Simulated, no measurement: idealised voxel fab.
This is a process module. Its name is voxel self aligned contacts.
Displayed cross-section: cut, width of 260 nm, square cells sized 5 nm.
We lay out every cross-section as a grid of square cells and spell it out in bands from the top down, where one band means one or more rows of cells. In this notation a band is specified by the heights of its top and bottom, in that order and in nm, after which its materials appear from left to right, each paired with its width in nm. The word "throughout" attached to a single material means that material fills the band from edge to edge; the word "empty" stands for empty space. A quick word on heights: they are counted from 0, and under that level the wafer as it came to us is one material throughout. The lowest band is different from the rest in having no bottom; it simply continues downward, written as in "0..down". Width spec "30->40" -> top row of cells at first value, bottom row at second value, equal per-row change in between. Reading "no modifications" for a step: not a cell of the cross-section changed in it. The label "Enclosed void entries" introduces a list of the empty spaces, 8 cells or larger, that have no open way up to the top; each entry in it reads width x height at distance, where the distance is taken from the left edge and all three are stated in nm. The remark found on a step's line after its settings is issued by the simulator itself and pertains to that step. overlay nm: mask right of planned place by this much (step with mask). Neg. = left.
HERE'S WHAT THE PLANNED PROCESS STEPS LOOK LIKE
1,RECEIVE [material Si]
2,CONFORMAL_DEP [material SiO2] [thk nm 5]
3,DIRECTIONAL_DEP [material polySi] [thk nm 25]
4,DIRECTIONAL_DEP [material SiN] [thk nm 20]
5,DIRECTIONAL_DEP [material aC] [thk nm 10]
6,PATTERN [tone cover] [mask id GATE] [material resist] [width nm 25] [pitch nm 70] [thk nm 25] [overlay nm 0]
7,DIRECTIONAL_ETCH [etch materials aC] [depth nm 10]
8,STRIP [etch materials resist]
9,DIRECTIONAL_ETCH [etch materials SiN] [depth nm 20]
10,DIRECTIONAL_ETCH [etch materials polySi] [depth nm 25]
11,STRIP [etch materials aC]
12,CONFORMAL_DEP [material SiN] [thk nm 10]
13,DIRECTIONAL_ETCH [etch materials SiN] [depth nm 10]
14,FILL_DEP [material SiO2] [thk nm 15]
15,CMP [height nm 55]
16,MASKED_ETCH [tone open] [mask id CONTACT] [width nm 55] [etch materials SiO2] [depth nm 55] [overlay nm 0]
17,CONFORMAL_DEP [material TiN] [thk nm 5]
18,FILL_DEP [material W] [thk nm 5]
19,CMP [height nm 55]
20,CONFORMAL_DEP [material SiCN] [thk nm 5]
RECEIVED-STATE CROSS-SECTION, REFLECTING COMPLETION OF STEP 1
	0..down: Si throughout
	Enclosed void entries: none
FIRST OF TWO WAFERS AT THE END OF THE MODULE, SHOWN IN CROSS-SECTION; RUN CARRIED OUT AS PLANNED
	60..55: SiCN throughout
	55..50: SiO2: 100; TiN: 20; W: 15; TiN: 20; SiO2: 105
	50..30: SiO2: 70; SiN: 45; TiN: 5; W: 15; TiN: 5; SiN: 45; SiO2: 75
	30..5: SiO2: 70; SiN: 10; polySi: 25; SiN: 10; TiN: 5; W: 15; TiN: 5; SiN: 10; polySi: 25; SiN: 10; SiO2: 75
	5..0: SiO2: 115; TiN: 25; SiO2: 120
	0..down: Si throughout
	Enclosed void entries: none
HERE'S THE SECOND OF OUR TWO WAFERS SECTIONED AT MODULE END. SAME START AS THE FIRST, SAME PLAN, BUT ONE MISTAKE GOT MADE RUNNING IT
	60..55: SiCN throughout
	55..50: SiO2: 110; TiN: 10; W: 15; TiN: 30; SiO2: 95
	50..30: SiO2: 70; SiN: 45; TiN: 5; W: 15; TiN: 5; SiN: 45; SiO2: 75
	30..5: SiO2: 70; SiN: 10; polySi: 25; SiN: 10; TiN: 5; W: 15; TiN: 5; SiN: 10; polySi: 25; SiN: 10; SiO2: 75
	5..0: SiO2: 115; TiN: 25; SiO2: 120
	0..down: Si throughout
	Enclosed void entries: none
Diagnosis: for step 16, the planned setting was not used; the step was instead run as MASKED_ETCH [tone open] [mask id CONTACT] [width nm 55] [etch materials SiO2] [depth nm 55] [overlay nm 10]
Both wafers, final: cells per material equal; arrangement not.
